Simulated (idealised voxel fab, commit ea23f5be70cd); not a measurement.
process module | voxel air gaps
cross-section cut | 215 nm wide | cells 5 nm
A cross-section is a grid of square cells, given in bands from the top down. A band is one or more rows of cells.
Each band's line starts with the height of the band's top and of its bottom, in nm. Then come its materials from left to right, each with its width in nm. One material with "throughout" fills the band from edge to edge. "air" is empty space.
Height 0 is the level under which the wafer as received is all one material. The lowest band goes on downwards, as in "0 down".
A width such as "30 to 40" changes by the same amount from each row of cells to the next, from the band's top row to its bottom row.
"no change" after a step means that no cell of the cross-section changed.
closed voids: empty space of 8 cells or more with no open way to the top, each as width x height at its distance from the left edge, in nm
after a step's settings: what the simulator itself notes on the step
overlay nm, on a step with a mask: how far to the right of its planned place the mask lay; to the left if negative
Each pair below shows a cross-section before one step and the cross-section after it, down to the lowest band that changed. The line under each pair gives the step between them, with its settings. The pairs can come from different runs of this module on the same starting wafer, so a pair continues from the pair above only where its "before" says so.
before
  0 down: Si throughout
  closed voids: none
after
  10 to 0: SiO2 throughout
  below 0: unchanged
  closed voids: none
the step between: op CONFORMAL_DEP | material SiO2 | thk nm 10
before: the cross-section after the pair above
after
  15 to 10: SiCN throughout
  below 10: unchanged
  closed voids: none
the step between: op CONFORMAL_DEP | material SiCN | thk nm 5
before: the cross-section after the pair above
after
  55 to 15: lowk throughout
  below 15: unchanged
  closed voids: none
the step between: op DIRECTIONAL_DEP | material lowk | thk nm 40
before: the cross-section after the pair above
after
  65 to 55: aC throughout
  below 55: unchanged
  closed voids: none
the step between: op DIRECTIONAL_DEP | material aC | thk nm 10
before: the cross-section after the pair above
after
  95 to 65: resist 45 | air 20 | resist 30 | air 20 | resist 30 | air 20 | resist 50
  below 65: unchanged
  closed voids: none
the step between: op PATTERN | tone open | mask id LINES | material resist | width nm 20 | pitch nm 50 | thk nm 30 | overlay nm 0
before: the cross-section after the pair above
after
  85 to 65: resist 45 | air 20 | resist 30 | air 20 | resist 30 | air 20 | resist 50
  65 to 55: aC 45 | air 20 | aC 30 | air 20 | aC 30 | air 20 | aC 50
  below 55: unchanged
  closed voids: none
the step between: op DIRECTIONAL_ETCH | etch materials aC | depth nm 10
before: the cross-section after the pair above
after
  65 to 55: aC 45 | air 20 | aC 30 | air 20 | aC 30 | air 20 | aC 50
  below 55: unchanged
  closed voids: none
the step between: op STRIP | etch materials resist
before: the cross-section after the pair above
after
  65 to 55: aC 45 | air 20 | aC 30 | air 20 | aC 30 | air 20 | aC 50
  55 to 15: lowk 45 | air 20 | lowk 30 | air 20 | lowk 30 | air 20 | lowk 50
  below 15: unchanged
  closed voids: none
the step between: op DIRECTIONAL_ETCH | etch materials lowk | depth nm 40
before: the cross-section after the pair above
after
  55 to 15: lowk 45 | air 20 | lowk 30 | air 20 | lowk 30 | air 20 | lowk 50
  below 15: unchanged
  closed voids: none
the step between: op STRIP | etch materials aC
before: the cross-section after the pair above
after
  60 to 55: TiN 50 | air 10 | TiN 40 | air 10 | TiN 40 | air 10 | TiN 55
  55 to 20: lowk 45 | TiN 5 | air 10 | TiN 5 | lowk 30 | TiN 5 | air 10 | TiN 5 | lowk 30 | TiN 5 | air 10 | TiN 5 | lowk 50
  20 to 15: lowk 45 | TiN 20 | lowk 30 | TiN 20 | lowk 30 | TiN 20 | lowk 50
  below 15: unchanged
  closed voids: none
the step between: op CONFORMAL_DEP | material TiN | thk nm 5
before: the cross-section after the pair above
after
  65 to 60: Cu throughout
  60 to 55: TiN 50 | Cu 10 | TiN 40 | Cu 10 | TiN 40 | Cu 10 | TiN 55
  55 to 20: lowk 45 | TiN 5 | Cu 10 | TiN 5 | lowk 30 | TiN 5 | Cu 10 | TiN 5 | lowk 30 | TiN 5 | Cu 10 | TiN 5 | lowk 50
  below 20: unchanged
  closed voids: none
the step between: op FILL_DEP | material Cu | thk nm 5
before: the cross-section after the pair above
after
  55 to 20: lowk 45 | TiN 5 | Cu 10 | TiN 5 | lowk 30 | TiN 5 | Cu 10 | TiN 5 | lowk 30 | TiN 5 | Cu 10 | TiN 5 | lowk 50
  below 20: unchanged
  closed voids: none
the step between: op CMP | height nm 55
before: the cross-section after the pair above
after
  65 to 55: air 35 | Ru 40 | air 10 | Ru 40 | air 10 | Ru 40 | air 40
  below 55: unchanged
  closed voids: none
the step between: op EPI | material Ru | thk nm 10
before: the cross-section after the pair above
after
  65 to 55: air 35 | Ru 40 | air 10 | Ru 40 | air 10 | Ru 40 | air 40
  55 to 20: air 45 | TiN 5 | Cu 10 | TiN 5 | air 30 | TiN 5 | Cu 10 | TiN 5 | air 30 | TiN 5 | Cu 10 | TiN 5 | air 50
  20 to 15: air 45 | TiN 20 | air 30 | TiN 20 | air 30 | TiN 20 | air 50
  below 15: unchanged
  closed voids: none
the step between: op SELECTIVE_ETCH | etch materials lowk | depth nm 50
before: the cross-section after the pair above
after
  70 to 65: air 30 | SiCN 150 | air 35
  65 to 55: air 30 | SiCN 5 | Ru 40 | SiCN 10 | Ru 40 | SiCN 10 | Ru 40 | SiCN 5 | air 35
  55 to 50: air 30 | SiCN 15 | TiN 5 | Cu 10 | TiN 5 | SiCN 30 | TiN 5 | Cu 10 | TiN 5 | SiCN 30 | TiN 5 | Cu 10 | TiN 5 | SiCN 15 | air 35
  50 to 20: air 40 | SiCN 5 | TiN 5 | Cu 10 | TiN 5 | SiCN 5 | air 20 | SiCN 5 | TiN 5 | Cu 10 | TiN 5 | SiCN 5 | air 20 | SiCN 5 | TiN 5 | Cu 10 | TiN 5 | SiCN 5 | air 45
  20 to 15: SiCN 45 | TiN 20 | SiCN 30 | TiN 20 | SiCN 30 | TiN 20 | SiCN 50
  below 15: unchanged
  closed voids: 20 x 30 at 70; 20 x 30 at 120
the step between: op CONFORMAL_DEP | material SiCN | thk nm 5
before
  65 to 55: air 35 | Ru 40 | air 10 | Ru 40 | air 10 | Ru 40 | air 40
  55 to 20: lowk 45 | TiN 5 | Cu 10 | TiN 5 | lowk 30 | TiN 5 | Cu 10 | TiN 5 | lowk 30 | TiN 5 | Cu 10 | TiN 5 | lowk 50
  20 to 15: lowk 45 | TiN 20 | lowk 30 | TiN 20 | lowk 30 | TiN 20 | lowk 50
  15 to 10: SiCN throughout
  10 to 0: SiO2 throughout
  0 down: Si throughout
  closed voids: none
after
  75 to 55: air 25 | Ru 160 | air 30
  below 55: unchanged
  closed voids: none
the step between: op EPI | material Ru | thk nm 10
before: the cross-section after the pair above
after
  75 to 55: air 25 | Ru 160 | air 30
  55 to 20: air 45 | TiN 5 | Cu 10 | TiN 5 | lowk 30 | TiN 5 | Cu 10 | TiN 5 | lowk 30 | TiN 5 | Cu 10 | TiN 5 | air 50
  20 to 15: air 45 | TiN 20 | lowk 30 | TiN 20 | lowk 30 | TiN 20 | air 50
  below 15: unchanged
  closed voids: none
the step between: op SELECTIVE_ETCH | etch materials lowk | depth nm 50
before: the cross-section after the pair above
after
  80 to 75: air 20 | SiCN 170 | air 25
  75 to 55: air 20 | SiCN 5 | Ru 160 | SiCN 5 | air 25
  55 to 50: air 20 | SiCN 25 | TiN 5 | Cu 10 | TiN 5 | lowk 30 | TiN 5 | Cu 10 | TiN 5 | lowk 30 | TiN 5 | Cu 10 | TiN 5 | SiCN 25 | air 25
  50 to 20: air 40 | SiCN 5 | TiN 5 | Cu 10 | TiN 5 | lowk 30 | TiN 5 | Cu 10 | TiN 5 | lowk 30 | TiN 5 | Cu 10 | TiN 5 | SiCN 5 | air 45
  20 to 15: SiCN 45 | TiN 20 | lowk 30 | TiN 20 | lowk 30 | TiN 20 | SiCN 50
  below 15: unchanged
  closed voids: none
the step between: op CONFORMAL_DEP | material SiCN | thk nm 5
before
  0 down: Si throughout
  closed voids: none
after
  5 to 0: SiCN throughout
  below 0: unchanged
  closed voids: none
the step between: op CONFORMAL_DEP | material SiCN | thk nm 5
before: the cross-section after the pair above
after
  15 to 5: SiO2 throughout
  below 5: unchanged
  closed voids: none
the step between: op CONFORMAL_DEP | material SiO2 | thk nm 10
before: the cross-section after the pair above
after
  55 to 15: lowk throughout
  below 15: unchanged
  closed voids: none
the step between: op DIRECTIONAL_DEP | material lowk | thk nm 40
before: the cross-section after the pair above
after
  65 to 55: aC throughout
  below 55: unchanged
  closed voids: none
the step between: op DIRECTIONAL_DEP | material aC | thk nm 10
before: the cross-section after the pair above
after
  95 to 65: resist 45 | air 20 | resist 30 | air 20 | resist 30 | air 20 | resist 50
  below 65: unchanged
  closed voids: none
the step between: op PATTERN | tone open | mask id LINES | material resist | width nm 20 | pitch nm 50 | thk nm 30 | overlay nm 0
before: the cross-section after the pair above
after
  85 to 65: resist 45 | air 20 | resist 30 | air 20 | resist 30 | air 20 | resist 50
  65 to 55: aC 45 | air 20 | aC 30 | air 20 | aC 30 | air 20 | aC 50
  below 55: unchanged
  closed voids: none
the step between: op DIRECTIONAL_ETCH | etch materials aC | depth nm 10
before: the cross-section after the pair above
after
  65 to 55: aC 45 | air 20 | aC 30 | air 20 | aC 30 | air 20 | aC 50
  below 55: unchanged
  closed voids: none
the step between: op STRIP | etch materials resist
before: the cross-section after the pair above
after
  65 to 55: aC 45 | air 20 | aC 30 | air 20 | aC 30 | air 20 | aC 50
  55 to 15: lowk 45 | air 20 | lowk 30 | air 20 | lowk 30 | air 20 | lowk 50
  below 15: unchanged
  closed voids: none
the step between: op DIRECTIONAL_ETCH | etch materials lowk | depth nm 40
before: the cross-section after the pair above
after
  55 to 15: lowk 45 | air 20 | lowk 30 | air 20 | lowk 30 | air 20 | lowk 50
  below 15: unchanged
  closed voids: none
the step between: op STRIP | etch materials aC
before: the cross-section after the pair above
after
  60 to 55: TiN 50 | air 10 | TiN 40 | air 10 | TiN 40 | air 10 | TiN 55
  55 to 20: lowk 45 | TiN 5 | air 10 | TiN 5 | lowk 30 | TiN 5 | air 10 | TiN 5 | lowk 30 | TiN 5 | air 10 | TiN 5 | lowk 50
  20 to 15: lowk 45 | TiN 20 | lowk 30 | TiN 20 | lowk 30 | TiN 20 | lowk 50
  below 15: unchanged
  closed voids: none
the step between: op CONFORMAL_DEP | material TiN | thk nm 5
before: the cross-section after the pair above
after
  65 to 60: Cu throughout
  60 to 55: TiN 50 | Cu 10 | TiN 40 | Cu 10 | TiN 40 | Cu 10 | TiN 55
  55 to 20: lowk 45 | TiN 5 | Cu 10 | TiN 5 | lowk 30 | TiN 5 | Cu 10 | TiN 5 | lowk 30 | TiN 5 | Cu 10 | TiN 5 | lowk 50
  below 20: unchanged
  closed voids: none
the step between: op FILL_DEP | material Cu | thk nm 5
before: the cross-section after the pair above
after
  55 to 20: lowk 45 | TiN 5 | Cu 10 | TiN 5 | lowk 30 | TiN 5 | Cu 10 | TiN 5 | lowk 30 | TiN 5 | Cu 10 | TiN 5 | lowk 50
  below 20: unchanged
  closed voids: none
the step between: op CMP | height nm 55
before: the cross-section after the pair above
after
  65 to 55: air 35 | Ru 40 | air 10 | Ru 40 | air 10 | Ru 40 | air 40
  below 55: unchanged
  closed voids: none
the step between: op EPI | material Ru | thk nm 10
before: the cross-section after the pair above
after
  65 to 55: air 35 | Ru 40 | air 10 | Ru 40 | air 10 | Ru 40 | air 40
  55 to 20: air 45 | TiN 5 | Cu 10 | TiN 5 | air 30 | TiN 5 | Cu 10 | TiN 5 | air 30 | TiN 5 | Cu 10 | TiN 5 | air 50
  20 to 15: air 45 | TiN 20 | air 30 | TiN 20 | air 30 | TiN 20 | air 50
  below 15: unchanged
  closed voids: none
the step between: op SELECTIVE_ETCH | etch materials lowk | depth nm 50
before: the cross-section after the pair above
after
  70 to 65: air 30 | SiCN 150 | air 35
  65 to 55: air 30 | SiCN 5 | Ru 40 | SiCN 10 | Ru 40 | SiCN 10 | Ru 40 | SiCN 5 | air 35
  55 to 50: air 30 | SiCN 15 | TiN 5 | Cu 10 | TiN 5 | SiCN 30 | TiN 5 | Cu 10 | TiN 5 | SiCN 30 | TiN 5 | Cu 10 | TiN 5 | SiCN 15 | air 35
  50 to 20: air 40 | SiCN 5 | TiN 5 | Cu 10 | TiN 5 | SiCN 5 | air 20 | SiCN 5 | TiN 5 | Cu 10 | TiN 5 | SiCN 5 | air 20 | SiCN 5 | TiN 5 | Cu 10 | TiN 5 | SiCN 5 | air 45
  20 to 15: SiCN 45 | TiN 20 | SiCN 30 | TiN 20 | SiCN 30 | TiN 20 | SiCN 50
  below 15: unchanged
  closed voids: 20 x 30 at 70; 20 x 30 at 120
the step between: op CONFORMAL_DEP | material SiCN | thk nm 5
before
  65 to 60: Cu throughout
  60 to 55: TiN 50 | Cu 10 | TiN 40 | Cu 10 | TiN 40 | Cu 10 | TiN 55
  55 to 20: lowk 45 | TiN 5 | Cu 10 | TiN 5 | lowk 30 | TiN 5 | Cu 10 | TiN 5 | lowk 30 | TiN 5 | Cu 10 | TiN 5 | lowk 50
  20 to 15: lowk 45 | TiN 20 | lowk 30 | TiN 20 | lowk 30 | TiN 20 | lowk 50
  15 to 10: SiCN throughout
  10 to 0: SiO2 throughout
  0 down: Si throughout
  closed voids: none
after
  60 to 55: TiN 50 | Cu 10 | TiN 40 | Cu 10 | TiN 40 | Cu 10 | TiN 55
  below 55: unchanged
  closed voids: none
the step between: op CMP | height nm 60
before: the cross-section after the pair above
after
  70 to 60: Ru throughout
  below 60: unchanged
  closed voids: none
the step between: op EPI | material Ru | thk nm 10
before: the cross-section after the pair above
after
  75 to 70: SiCN throughout
  below 70: unchanged
  closed voids: none
the step between: op CONFORMAL_DEP | material SiCN | thk nm 5
before
  65 to 55: aC throughout
  55 to 15: lowk throughout
  15 to 10: SiCN throughout
  10 to 0: SiO2 throughout
  0 down: Si throughout
  closed voids: none
after
  95 to 65: resist 50 | air 15 | resist 35 | air 15 | resist 35 | air 15 | resist 50
  below 65: unchanged
  closed voids: none
the step between: op PATTERN | tone open | mask id LINES | material resist | width nm 15 | pitch nm 50 | thk nm 30 | overlay nm 0
before: the cross-section after the pair above
after
  85 to 65: resist 50 | air 15 | resist 35 | air 15 | resist 35 | air 15 | resist 50
  65 to 55: aC 50 | air 15 | aC 35 | air 15 | aC 35 | air 15 | aC 50
  below 55: unchanged
  closed voids: none
the step between: op DIRECTIONAL_ETCH | etch materials aC | depth nm 10
before: the cross-section after the pair above
after
  65 to 55: aC 50 | air 15 | aC 35 | air 15 | aC 35 | air 15 | aC 50
  below 55: unchanged
  closed voids: none
the step between: op STRIP | etch materials resist
before: the cross-section after the pair above
after
  65 to 55: aC 50 | air 15 | aC 35 | air 15 | aC 35 | air 15 | aC 50
  55 to 15: lowk 50 | air 15 | lowk 35 | air 15 | lowk 35 | air 15 | lowk 50
  below 15: unchanged
  closed voids: none
the step between: op DIRECTIONAL_ETCH | etch materials lowk | depth nm 40
before: the cross-section after the pair above
after
  55 to 15: lowk 50 | air 15 | lowk 35 | air 15 | lowk 35 | air 15 | lowk 50
  below 15: unchanged
  closed voids: none
the step between: op STRIP | etch materials aC
before: the cross-section after the pair above
after
  60 to 55: TiN 55 | air 5 | TiN 45 | air 5 | TiN 45 | air 5 | TiN 55
  55 to 20: lowk 50 | TiN 5 | air 5 | TiN 5 | lowk 35 | TiN 5 | air 5 | TiN 5 | lowk 35 | TiN 5 | air 5 | TiN 5 | lowk 50
  20 to 15: lowk 50 | TiN 15 | lowk 35 | TiN 15 | lowk 35 | TiN 15 | lowk 50
  below 15: unchanged
  closed voids: none
the step between: op CONFORMAL_DEP | material TiN | thk nm 5
before: the cross-section after the pair above
after
  65 to 60: Cu throughout
  60 to 55: TiN 55 | Cu 5 | TiN 45 | Cu 5 | TiN 45 | Cu 5 | TiN 55
  55 to 20: lowk 50 | TiN 5 | Cu 5 | TiN 5 | lowk 35 | TiN 5 | Cu 5 | TiN 5 | lowk 35 | TiN 5 | Cu 5 | TiN 5 | lowk 50
  below 20: unchanged
  closed voids: none
the step between: op FILL_DEP | material Cu | thk nm 5
before: the cross-section after the pair above
after
  55 to 20: lowk 50 | TiN 5 | Cu 5 | TiN 5 | lowk 35 | TiN 5 | Cu 5 | TiN 5 | lowk 35 | TiN 5 | Cu 5 | TiN 5 | lowk 50
  below 20: unchanged
  closed voids: none
the step between: op CMP | height nm 55
before: the cross-section after the pair above
after
  65 to 55: air 40 | Ru 35 | air 15 | Ru 35 | air 15 | Ru 35 | air 40
  below 55: unchanged
  closed voids: none
the step between: op EPI | material Ru | thk nm 10
before: the cross-section after the pair above
after
  65 to 55: air 40 | Ru 35 | air 15 | Ru 35 | air 15 | Ru 35 | air 40
  55 to 20: air 50 | TiN 5 | Cu 5 | TiN 5 | air 35 | TiN 5 | Cu 5 | TiN 5 | air 35 | TiN 5 | Cu 5 | TiN 5 | air 50
  20 to 15: air 50 | TiN 15 | air 35 | TiN 15 | air 35 | TiN 15 | air 50
  below 15: unchanged
  closed voids: none
the step between: op SELECTIVE_ETCH | etch materials lowk | depth nm 50
before: the cross-section after the pair above
after
  70 to 65: air 35 | SiCN 45 | air 5 | SiCN 45 | air 5 | SiCN 45 | air 35
  65 to 55: air 35 | SiCN 5 | Ru 35 | SiCN 5 | air 5 | SiCN 5 | Ru 35 | SiCN 5 | air 5 | SiCN 5 | Ru 35 | SiCN 5 | air 35
  55 to 50: air 35 | SiCN 15 | TiN 5 | Cu 5 | TiN 5 | SiCN 15 | air 5 | SiCN 15 | TiN 5 | Cu 5 | TiN 5 | SiCN 15 | air 5 | SiCN 15 | TiN 5 | Cu 5 | TiN 5 | SiCN 15 | air 35
  50 to 20: air 45 | SiCN 5 | TiN 5 | Cu 5 | TiN 5 | SiCN 5 | air 25 | SiCN 5 | TiN 5 | Cu 5 | TiN 5 | SiCN 5 | air 25 | SiCN 5 | TiN 5 | Cu 5 | TiN 5 | SiCN 5 | air 45
  20 to 15: SiCN 50 | TiN 15 | SiCN 35 | TiN 15 | SiCN 35 | TiN 15 | SiCN 50
  below 15: unchanged
  closed voids: none
the step between: op CONFORMAL_DEP | material SiCN | thk nm 5
before
  65 to 55: aC throughout
  55 to 15: lowk throughout
  15 to 10: SiCN throughout
  10 to 0: SiO2 throughout
  0 down: Si throughout
  closed voids: none
after
  95 to 65: resist 40 | air 20 | resist 30 | air 20 | resist 30 | air 20 | resist 55
  below 65: unchanged
  closed voids: none
the step between: op PATTERN | tone open | mask id LINES | material resist | width nm 20 | pitch nm 50 | thk nm 30 | overlay nm -5
before: the cross-section after the pair above
after
  85 to 65: resist 40 | air 20 | resist 30 | air 20 | resist 30 | air 20 | resist 55
  65 to 55: aC 40 | air 20 | aC 30 | air 20 | aC 30 | air 20 | aC 55
  below 55: unchanged
  closed voids: none
the step between: op DIRECTIONAL_ETCH | etch materials aC | depth nm 10
before: the cross-section after the pair above
after
  65 to 55: aC 40 | air 20 | aC 30 | air 20 | aC 30 | air 20 | aC 55
  below 55: unchanged
  closed voids: none
the step between: op STRIP | etch materials resist
before: the cross-section after the pair above
after
  65 to 55: aC 40 | air 20 | aC 30 | air 20 | aC 30 | air 20 | aC 55
  55 to 15: lowk 40 | air 20 | lowk 30 | air 20 | lowk 30 | air 20 | lowk 55
  below 15: unchanged
  closed voids: none
the step between: op DIRECTIONAL_ETCH | etch materials lowk | depth nm 40
before: the cross-section after the pair above
after
  55 to 15: lowk 40 | air 20 | lowk 30 | air 20 | lowk 30 | air 20 | lowk 55
  below 15: unchanged
  closed voids: none
the step between: op STRIP | etch materials aC
before: the cross-section after the pair above
after
  60 to 55: TiN 45 | air 10 | TiN 40 | air 10 | TiN 40 | air 10 | TiN 60
  55 to 20: lowk 40 | TiN 5 | air 10 | TiN 5 | lowk 30 | TiN 5 | air 10 | TiN 5 | lowk 30 | TiN 5 | air 10 | TiN 5 | lowk 55
  20 to 15: lowk 40 | TiN 20 | lowk 30 | TiN 20 | lowk 30 | TiN 20 | lowk 55
  below 15: unchanged
  closed voids: none
the step between: op CONFORMAL_DEP | material TiN | thk nm 5
before: the cross-section after the pair above
after
  65 to 60: Cu throughout
  60 to 55: TiN 45 | Cu 10 | TiN 40 | Cu 10 | TiN 40 | Cu 10 | TiN 60
  55 to 20: lowk 40 | TiN 5 | Cu 10 | TiN 5 | lowk 30 | TiN 5 | Cu 10 | TiN 5 | lowk 30 | TiN 5 | Cu 10 | TiN 5 | lowk 55
  below 20: unchanged
  closed voids: none
the step between: op FILL_DEP | material Cu | thk nm 5
before: the cross-section after the pair above
after
  55 to 20: lowk 40 | TiN 5 | Cu 10 | TiN 5 | lowk 30 | TiN 5 | Cu 10 | TiN 5 | lowk 30 | TiN 5 | Cu 10 | TiN 5 | lowk 55
  below 20: unchanged
  closed voids: none
the step between: op CMP | height nm 55
before: the cross-section after the pair above
after
  65 to 55: air 30 | Ru 40 | air 10 | Ru 40 | air 10 | Ru 40 | air 45
  below 55: unchanged
  closed voids: none
the step between: op EPI | material Ru | thk nm 10
before: the cross-section after the pair above
after
  65 to 55: air 30 | Ru 40 | air 10 | Ru 40 | air 10 | Ru 40 | air 45
  55 to 20: air 40 | TiN 5 | Cu 10 | TiN 5 | air 30 | TiN 5 | Cu 10 | TiN 5 | air 30 | TiN 5 | Cu 10 | TiN 5 | air 55
  20 to 15: air 40 | TiN 20 | air 30 | TiN 20 | air 30 | TiN 20 | air 55
  below 15: unchanged
  closed voids: none
the step between: op SELECTIVE_ETCH | etch materials lowk | depth nm 50
before: the cross-section after the pair above
after
  70 to 65: air 25 | SiCN 150 | air 40
  65 to 55: air 25 | SiCN 5 | Ru 40 | SiCN 10 | Ru 40 | SiCN 10 | Ru 40 | SiCN 5 | air 40
  55 to 50: air 25 | SiCN 15 | TiN 5 | Cu 10 | TiN 5 | SiCN 30 | TiN 5 | Cu 10 | TiN 5 | SiCN 30 | TiN 5 | Cu 10 | TiN 5 | SiCN 15 | air 40
  50 to 20: air 35 | SiCN 5 | TiN 5 | Cu 10 | TiN 5 | SiCN 5 | air 20 | SiCN 5 | TiN 5 | Cu 10 | TiN 5 | SiCN 5 | air 20 | SiCN 5 | TiN 5 | Cu 10 | TiN 5 | SiCN 5 | air 50
  20 to 15: SiCN 40 | TiN 20 | SiCN 30 | TiN 20 | SiCN 30 | TiN 20 | SiCN 55
  below 15: unchanged
  closed voids: 20 x 30 at 65; 20 x 30 at 115
the step between: op CONFORMAL_DEP | material SiCN | thk nm 5
before
  0 down: Si throughout
  closed voids: none
after
  10 to 0: aC throughout
  below 0: unchanged
  closed voids: none
the step between: op CONFORMAL_DEP | material aC | thk nm 10
before: the cross-section after the pair above
after
  15 to 10: SiCN throughout
  below 10: unchanged
  closed voids: none
the step between: op CONFORMAL_DEP | material SiCN | thk nm 5
before: the cross-section after the pair above
after
  55 to 15: lowk throughout
  below 15: unchanged
  closed voids: none
the step between: op DIRECTIONAL_DEP | material lowk | thk nm 40
before: the cross-section after the pair above
after
  65 to 55: aC throughout
  below 55: unchanged
  closed voids: none
the step between: op DIRECTIONAL_DEP | material aC | thk nm 10
before: the cross-section after the pair above
after
  95 to 65: resist 45 | air 20 | resist 30 | air 20 | resist 30 | air 20 | resist 50
  below 65: unchanged
  closed voids: none
the step between: op PATTERN | tone open | mask id LINES | material resist | width nm 20 | pitch nm 50 | thk nm 30 | overlay nm 0
before: the cross-section after the pair above
after
  85 to 65: resist 45 | air 20 | resist 30 | air 20 | resist 30 | air 20 | resist 50
  65 to 55: aC 45 | air 20 | aC 30 | air 20 | aC 30 | air 20 | aC 50
  below 55: unchanged
  closed voids: none
the step between: op DIRECTIONAL_ETCH | etch materials aC | depth nm 10
before: the cross-section after the pair above
after
  65 to 55: aC 45 | air 20 | aC 30 | air 20 | aC 30 | air 20 | aC 50
  below 55: unchanged
  closed voids: none
the step between: op STRIP | etch materials resist
before: the cross-section after the pair above
after
  65 to 55: aC 45 | air 20 | aC 30 | air 20 | aC 30 | air 20 | aC 50
  55 to 15: lowk 45 | air 20 | lowk 30 | air 20 | lowk 30 | air 20 | lowk 50
  below 15: unchanged
  closed voids: none
the step between: op DIRECTIONAL_ETCH | etch materials lowk | depth nm 40
before: the cross-section after the pair above
after
  55 to 15: lowk 45 | air 20 | lowk 30 | air 20 | lowk 30 | air 20 | lowk 50
  below 15: unchanged
  closed voids: none
the step between: op STRIP | etch materials aC
before: the cross-section after the pair above
after
  60 to 55: TiN 50 | air 10 | TiN 40 | air 10 | TiN 40 | air 10 | TiN 55
  55 to 20: lowk 45 | TiN 5 | air 10 | TiN 5 | lowk 30 | TiN 5 | air 10 | TiN 5 | lowk 30 | TiN 5 | air 10 | TiN 5 | lowk 50
  20 to 15: lowk 45 | TiN 20 | lowk 30 | TiN 20 | lowk 30 | TiN 20 | lowk 50
  below 15: unchanged
  closed voids: none
the step between: op CONFORMAL_DEP | material TiN | thk nm 5
before: the cross-section after the pair above
after
  65 to 60: Cu throughout
  60 to 55: TiN 50 | Cu 10 | TiN 40 | Cu 10 | TiN 40 | Cu 10 | TiN 55
  55 to 20: lowk 45 | TiN 5 | Cu 10 | TiN 5 | lowk 30 | TiN 5 | Cu 10 | TiN 5 | lowk 30 | TiN 5 | Cu 10 | TiN 5 | lowk 50
  below 20: unchanged
  closed voids: none
the step between: op FILL_DEP | material Cu | thk nm 5
before: the cross-section after the pair above
after
  55 to 20: lowk 45 | TiN 5 | Cu 10 | TiN 5 | lowk 30 | TiN 5 | Cu 10 | TiN 5 | lowk 30 | TiN 5 | Cu 10 | TiN 5 | lowk 50
  below 20: unchanged
  closed voids: none
the step between: op CMP | height nm 55
before: the cross-section after the pair above
after
  65 to 55: air 35 | Ru 40 | air 10 | Ru 40 | air 10 | Ru 40 | air 40
  below 55: unchanged
  closed voids: none
the step between: op EPI | material Ru | thk nm 10
before: the cross-section after the pair above
after
  65 to 55: air 35 | Ru 40 | air 10 | Ru 40 | air 10 | Ru 40 | air 40
  55 to 20: air 45 | TiN 5 | Cu 10 | TiN 5 | air 30 | TiN 5 | Cu 10 | TiN 5 | air 30 | TiN 5 | Cu 10 | TiN 5 | air 50
  20 to 15: air 45 | TiN 20 | air 30 | TiN 20 | air 30 | TiN 20 | air 50
  below 15: unchanged
  closed voids: none
the step between: op SELECTIVE_ETCH | etch materials lowk | depth nm 50
before: the cross-section after the pair above
after
  70 to 65: air 30 | SiCN 150 | air 35
  65 to 55: air 30 | SiCN 5 | Ru 40 | SiCN 10 | Ru 40 | SiCN 10 | Ru 40 | SiCN 5 | air 35
  55 to 50: air 30 | SiCN 15 | TiN 5 | Cu 10 | TiN 5 | SiCN 30 | TiN 5 | Cu 10 | TiN 5 | SiCN 30 | TiN 5 | Cu 10 | TiN 5 | SiCN 15 | air 35
  50 to 20: air 40 | SiCN 5 | TiN 5 | Cu 10 | TiN 5 | SiCN 5 | air 20 | SiCN 5 | TiN 5 | Cu 10 | TiN 5 | SiCN 5 | air 20 | SiCN 5 | TiN 5 | Cu 10 | TiN 5 | SiCN 5 | air 45
  20 to 15: SiCN 45 | TiN 20 | SiCN 30 | TiN 20 | SiCN 30 | TiN 20 | SiCN 50
  below 15: unchanged
  closed voids: 20 x 30 at 70; 20 x 30 at 120
the step between: op CONFORMAL_DEP | material SiCN | thk nm 5
before
  65 to 55: aC throughout
  55 to 15: lowk throughout
  15 to 10: SiCN throughout
  10 to 0: SiO2 throughout
  0 down: Si throughout
  closed voids: none
after
  95 to 65: air 45 | resist 20 | air 30 | resist 20 | air 30 | resist 20 | air 50
  below 65: unchanged
  closed voids: none
the step between: op PATTERN | tone cover | mask id LINES | material resist | width nm 20 | pitch nm 50 | thk nm 30 | overlay nm 0
before: the cross-section after the pair above
after
  85 to 65: air 45 | resist 20 | air 30 | resist 20 | air 30 | resist 20 | air 50
  65 to 55: air 45 | aC 20 | air 30 | aC 20 | air 30 | aC 20 | air 50
  below 55: unchanged
  closed voids: none
the step between: op DIRECTIONAL_ETCH | etch materials aC | depth nm 10
before: the cross-section after the pair above
after
  65 to 55: air 45 | aC 20 | air 30 | aC 20 | air 30 | aC 20 | air 50
  below 55: unchanged
  closed voids: none
the step between: op STRIP | etch materials resist
before: the cross-section after the pair above
after
  65 to 55: air 45 | aC 20 | air 30 | aC 20 | air 30 | aC 20 | air 50
  55 to 15: air 45 | lowk 20 | air 30 | lowk 20 | air 30 | lowk 20 | air 50
  below 15: unchanged
  closed voids: none
the step between: op DIRECTIONAL_ETCH | etch materials lowk | depth nm 40
before: the cross-section after the pair above
after
  55 to 15: air 45 | lowk 20 | air 30 | lowk 20 | air 30 | lowk 20 | air 50
  below 15: unchanged
  closed voids: none
the step between: op STRIP | etch materials aC
before: the cross-section after the pair above
after
  60 to 55: air 40 | TiN 30 | air 20 | TiN 30 | air 20 | TiN 30 | air 45
  55 to 20: air 40 | TiN 5 | lowk 20 | TiN 5 | air 20 | TiN 5 | lowk 20 | TiN 5 | air 20 | TiN 5 | lowk 20 | TiN 5 | air 45
  20 to 15: TiN 45 | lowk 20 | TiN 30 | lowk 20 | TiN 30 | lowk 20 | TiN 50
  below 15: unchanged
  closed voids: none
the step between: op CONFORMAL_DEP | material TiN | thk nm 5
before: the cross-section after the pair above
after
  65 to 60: Cu throughout
  60 to 55: Cu 40 | TiN 30 | Cu 20 | TiN 30 | Cu 20 | TiN 30 | Cu 45
  55 to 20: Cu 40 | TiN 5 | lowk 20 | TiN 5 | Cu 20 | TiN 5 | lowk 20 | TiN 5 | Cu 20 | TiN 5 | lowk 20 | TiN 5 | Cu 45
  below 20: unchanged
  closed voids: none
the step between: op FILL_DEP | material Cu | thk nm 5
before: the cross-section after the pair above
after
  55 to 20: Cu 40 | TiN 5 | lowk 20 | TiN 5 | Cu 20 | TiN 5 | lowk 20 | TiN 5 | Cu 20 | TiN 5 | lowk 20 | TiN 5 | Cu 45
  below 20: unchanged
  closed voids: none
the step between: op CMP | height nm 55
before: the cross-section after the pair above
after
  65 to 55: Ru throughout
  below 55: unchanged
  closed voids: none
the step between: op EPI | material Ru | thk nm 10
before: the cross-section after the pair above
after
  70 to 65: SiCN throughout
  below 65: unchanged
  closed voids: none
the step between: op CONFORMAL_DEP | material SiCN | thk nm 5
